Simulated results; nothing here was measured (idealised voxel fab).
The process module that follows is named voxel quadruple lines.
The cross-section shown here is cut; it is 255 nm wide and divided into square cells measuring 5 nm on a side.
Cross-section spec: square-cell grid; bands listed top down; each band is one or more rows. Heads up on the band format: heights come first, top then bottom, in nm. After that it's the materials left to right, each with its width in nm. A single material flagged "full width" fills the whole band edge to edge, and "air" means there's empty space there. Heads up on the height convention: 0 is the point under which the incoming wafer is all one material, and the lowest band has no bottom, it just keeps going down, like "from 0 down". The notation "30..40" denotes a width that varies across the rows of cells in the band, beginning at the first number in the top row, finishing at the second number in the bottom row, and changing by an identical amount from each row to the next. "nothing altered" after a step means that no cell of the cross-section changed. The entry "Tabulated closed voids" lists the empty spaces that cover at least 8 cells and have no open path to the top. Each is written as width x height at distance, where the distance is measured from the left edge and all three values are in nm. Note: text after step settings on the step line = simulator remark on that step. You can add "overlay nm" to a step's line. For a step with a mask, it describes how far the mask lay to the right of its planned position, and a negative number describes a lay to the left.

[Below is the list of planned process steps]
- 1: RECEIVE | material Si
- 2: CONFORMAL_DEP | material Al2O3 | thk nm 10
- 3: DIRECTIONAL_DEP | material W | thk nm 15
- 4: DIRECTIONAL_DEP | material polySi | thk nm 15
- 5: DIRECTIONAL_DEP | material aC | thk nm 20
- 6: PATTERN | tone cover | mask id MANDREL | material resist | width nm 30 | thk nm 30 | overlay nm 0
- 7: DIRECTIONAL_ETCH | etch materials aC | depth nm 20
- 8: STRIP | etch materials resist
- 9: CONFORMAL_DEP | material SiO2 | thk nm 10
- 10: DIRECTIONAL_ETCH | etch materials SiO2 | depth nm 10
- 11: STRIP | etch materials aC
- 12: DIRECTIONAL_ETCH | etch materials polySi | depth nm 15
- 13: STRIP | etch materials SiO2
- 14: CONFORMAL_DEP | material SiN | thk nm 10
- 15: DIRECTIONAL_ETCH | etch materials SiN | depth nm 10
- 16: STRIP | etch materials polySi
- 17: DIRECTIONAL_ETCH | etch materials W | depth nm 15
- 18: STRIP | etch materials SiN

[This is the cross-section of the wafer as we received it, i.e. after step 1]
* from 0 down: Si full width
* Tabulated closed voids: none

[End-of-module XS, first of two wafers, run as planned]
* from 25 to 10: air=90  W=10  air=10  W=10  air=10  W=10  air=10  W=10  air=95
* from 10 to 0: Al2O3 full width
* from 0 down: Si full width
* Tabulated closed voids: none

[second wafer at the end: like start, like plan, one mistake]
* from 25 to 10: air=100  W=10  air=10  W=10  air=10  W=10  air=105
* from 10 to 0: Al2O3 full width
* from 0 down: Si full width
* Tabulated closed voids: none
It is concluded that the wafer was processed incorrectly with respect to the plan, in that not per plan at step 6, really ran PATTERN | tone open | mask id MANDREL | material resist | width nm 30 | thk nm 30 | overlay nm 0
The closing comparison, in cells, has the second wafer with more or fewer of some materials than the first: 6 fewer of W
